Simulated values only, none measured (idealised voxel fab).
Herein follows the process module entitled voxel self aligned contacts.
The cross-section on display is named cut; it measures 225 nm wide, and its cells are 5 nm squares.
A cross-section in this document is a grid of square cells, and it is written down as bands, the top band listed before the ones below it; a band is made up of one or more rows of cells.
Band entry format. Leading values: height of top, height of bottom, nm. Remainder: materials in left-to-right order, each with its width in nm. Special words: "everywhere" on a single material, which then fills the band edge to edge; "blank", empty space.
For the purposes of this specification, 0 denotes the height below which the wafer in its as-received condition is composed wholly of one material, and the lowermost band, lacking a lower limit, extends downward without end, as expressed in "from 0 down".
Per-row width for "30 to 40": begins at first number (top row of band), ends at second number (bottom row), increment between rows held constant.
"nothing different" after a step means that no cell of the cross-section changed.
The list in "Enclosed cavity list" covers empty spaces of 8 cells or more that cannot reach the top through any open way, and it gives each as width x height at distance; the distance is from the left edge, and width, height and distance are in nm.
Heads up: the bit after the settings on a step's line is the simulator's remark on that step.
You can add "overlay nm" to a step's line. For a step with a mask, it describes how far the mask lay to the right of its planned position, and a negative number describes a lay to the left.

Process steps - plan:
- 1: RECEIVE,material Si
- 2: OXIDIZE,depth nm 5
- 3: DIRECTIONAL_DEP,material polySi,thk nm 20
- 4: DIRECTIONAL_DEP,material SiN,thk nm 25
- 5: DIRECTIONAL_DEP,material aC,thk nm 10
- 6: PATTERN,tone cover,mask id GATE,material resist,width nm 25,pitch nm 70,thk nm 25,overlay nm 0
- 7: DIRECTIONAL_ETCH,etch materials aC,depth nm 10
- 8: STRIP,etch materials resist
- 9: DIRECTIONAL_ETCH,etch materials SiN,depth nm 25
- 10: DIRECTIONAL_ETCH,etch materials polySi,depth nm 20
- 11: STRIP,etch materials aC
- 12: CONFORMAL_DEP,material SiN,thk nm 10
- 13: DIRECTIONAL_ETCH,etch materials SiN,depth nm 10
- 14: FILL_DEP,material SiO2,thk nm 15
- 15: CMP,height nm 50
- 16: DIRECTIONAL_DEP,material aC,thk nm 10
- 17: PATTERN,tone open,mask id CONTACT,material resist,width nm 45,pitch nm 70,thk nm 30,overlay nm 0
- 18: DIRECTIONAL_ETCH,etch materials aC,depth nm 10
- 19: STRIP,etch materials resist
- 20: DIRECTIONAL_ETCH,etch materials SiO2,depth nm 55
- 21: STRIP,etch materials aC
- 22: CONFORMAL_DEP,material TiN,thk nm 5
- 23: FILL_DEP,material Ru,thk nm 10
- 24: CMP,height nm 50
- 25: CONFORMAL_DEP,material SiN,thk nm 5
Split variable: width nm, step 17. Plan value = first wafer. Wafers start alike.

So this is the first of several wafers, cross-sectioned as it came to us, meaning it's at the end of step 1:
    from 0 down  Si everywhere
    Enclosed cavity list: none

Take any row and you have a wafer at the end of the module: how many cells of each material it has gained (+) or lost (-) since it was received, and then its closed voids:
width nm 45; +60 Ru; -45 Si; +228 SiN; +134 SiO2; +58 TiN; +60 polySi; Enclosed cavity list: none
width nm 50; +60 Ru; -45 Si; +228 SiN; +132 SiO2; +60 TiN; +60 polySi; Enclosed cavity list: none
width nm 55; +60 Ru; -45 Si; +228 SiN; +130 SiO2; +62 TiN; +60 polySi; Enclosed cavity list: none
